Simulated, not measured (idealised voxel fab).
process module | voxel ribs on slabs
cross-section cut | 270 nm wide | cells 5 nm
A cross-section is a grid of square cells, given in bands from the top down. A band is one or more rows of cells.
Each band's line starts with the height of the band's top and of its bottom, in nm. Then come its materials from left to right, each with its width in nm. One material with "throughout" fills the band from edge to edge. "air" is empty space.
Height 0 is the level under which the wafer as received is all one material. The lowest band goes on downwards, as in "0 down".
A width such as "30 to 40" changes by the same amount from each row of cells to the next, from the band's top row to its bottom row.
"no change" after a step means that no cell of the cross-section changed.
closed voids: empty space of 8 cells or more with no open way to the top, each as width x height at its distance from the left edge, in nm
after a step's settings: what the simulator itself notes on the step
overlay nm, on a step with a mask: how far to the right of its planned place the mask lay; to the left if negative
plan
1 op RECEIVE | material Si
2 op DIRECTIONAL_DEP | material SiO2 | thk nm 30
3 op DIRECTIONAL_DEP | material polySi | thk nm 15
4 op MASKED_ETCH | tone cover | mask id RIB | width nm 30 | etch materials polySi | depth nm 10 | overlay nm 0
5 op MASKED_ETCH | tone cover | mask id SLAB | width nm 50 | etch materials polySi | depth nm 5 | overlay nm 0
6 op FILL_DEP | material SiO2 | thk nm 25
7 op CMP | height nm 60
8 op DIRECTIONAL_DEP | material W | thk nm 10
9 op PATTERN | tone cover | mask id HEATER | material resist | width nm 40 | thk nm 20 | overlay nm 0
10 op DIRECTIONAL_ETCH | etch materials W | depth nm 10
11 op STRIP | etch materials resist
12 op CONFORMAL_DEP | material SiN | thk nm 5
varied across the wafers: width nm of step 5. The plan shows the first wafer's value. All wafers start alike
first wafer as received, after step 1
  0 down: Si throughout
  closed voids: none
first wafer at the end, after step 12
  75 to 70: air 110 | SiN 50 | air 110
  70 to 65: air 110 | SiN 5 | W 40 | SiN 5 | air 110
  65 to 60: SiN 115 | W 40 | SiN 115
  60 to 45: SiO2 throughout
  45 to 35: SiO2 120 | polySi 30 | SiO2 120
  35 to 30: SiO2 110 | polySi 50 | SiO2 110
  30 to 0: SiO2 throughout
  0 down: Si throughout
  closed voids: none
last wafer at the end
  75 to 70: air 110 | SiN 50 | air 110
  70 to 65: air 110 | SiN 5 | W 40 | SiN 5 | air 110
  65 to 60: SiN 115 | W 40 | SiN 115
  60 to 45: SiO2 throughout
  45 to 35: SiO2 120 | polySi 30 | SiO2 120
  35 to 30: SiO2 100 | polySi 75 | SiO2 95
  30 to 0: SiO2 throughout
  0 down: Si throughout
  closed voids: none
each wafer at the end: cells of each material gained (+) or lost (-) since it was received, then its closed voids
width nm 50 | +58 SiN | +626 SiO2 | +16 W | +22 polySi | closed voids: none
width nm 55 | +58 SiN | +625 SiO2 | +16 W | +23 polySi | closed voids: none
width nm 60 | +58 SiN | +624 SiO2 | +16 W | +24 polySi | closed voids: none
width nm 65 | +58 SiN | +623 SiO2 | +16 W | +25 polySi | closed voids: none
width nm 70 | +58 SiN | +622 SiO2 | +16 W | +26 polySi | closed voids: none
width nm 75 | +58 SiN | +621 SiO2 | +16 W | +27 polySi | closed voids: none
